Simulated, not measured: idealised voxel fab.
process module | voxel spacer lines
cross-section cut | 275 nm wide | cells 5 nm
A cross-section is a grid of square cells, given in bands from the top down. A band is one or more rows of cells.
Each band's line starts with the height of the band's top and of its bottom, in nm. Then come its materials from left to right, each with its width in nm. One material with "throughout" fills the band from edge to edge. "air" is empty space.
Height 0 is the level under which the wafer as received is all one material. The lowest band goes on downwards, as in "0 down".
A width such as "30 to 40" changes by the same amount from each row of cells to the next, from the band's top row to its bottom row.
"no change" after a step means that no cell of the cross-section changed.
closed voids: empty space of 8 cells or more with no open way to the top, each as width x height at its distance from the left edge, in nm
after a step's settings: what the simulator itself notes on the step
overlay nm, on a step with a mask: how far to the right of its planned place the mask lay; to the left if negative
plan
1 op RECEIVE | material Si
2 op CONFORMAL_DEP | material Al2O3 | thk nm 5
3 op DIRECTIONAL_DEP | material SiN | thk nm 15
4 op DIRECTIONAL_DEP | material polySi | thk nm 20
5 op PATTERN | tone cover | mask id MANDREL | material resist | width nm 25 | pitch nm 70 | thk nm 25 | overlay nm 0
6 op DIRECTIONAL_ETCH | etch materials polySi | depth nm 20
7 op STRIP | etch materials resist
8 op CONFORMAL_DEP | material SiO2 | thk nm 10
9 op DIRECTIONAL_ETCH | etch materials SiO2 | depth nm 10
10 op STRIP | etch materials polySi
11 op DIRECTIONAL_ETCH | etch materials SiN | depth nm 15
12 op STRIP | etch materials SiO2
as received, after step 1
  0 down: Si throughout
  closed voids: none
first wafer at the end, as planned
  20 to 5: air 45 | SiN 10 | air 25 | SiN 10 | air 25 | SiN 10 | air 25 | SiN 10 | air 25 | SiN 10 | air 25 | SiN 10 | air 45
  5 to 0: Al2O3 throughout
  0 down: Si throughout
  closed voids: none
second wafer at the end: like start, like plan, one mistake
  20 to 5: air 50 | SiN 10 | air 25 | SiN 10 | air 25 | SiN 10 | air 25 | SiN 10 | air 25 | SiN 10 | air 25 | SiN 10 | air 40
  5 to 0: Al2O3 throughout
  0 down: Si throughout
  closed voids: none
what went wrong: step 5 ran as: op PATTERN | tone cover | mask id MANDREL | material resist | width nm 25 | pitch nm 70 | thk nm 25 | overlay nm 5
at the end the second wafer has, in cells: as many of each material as the first, in other places
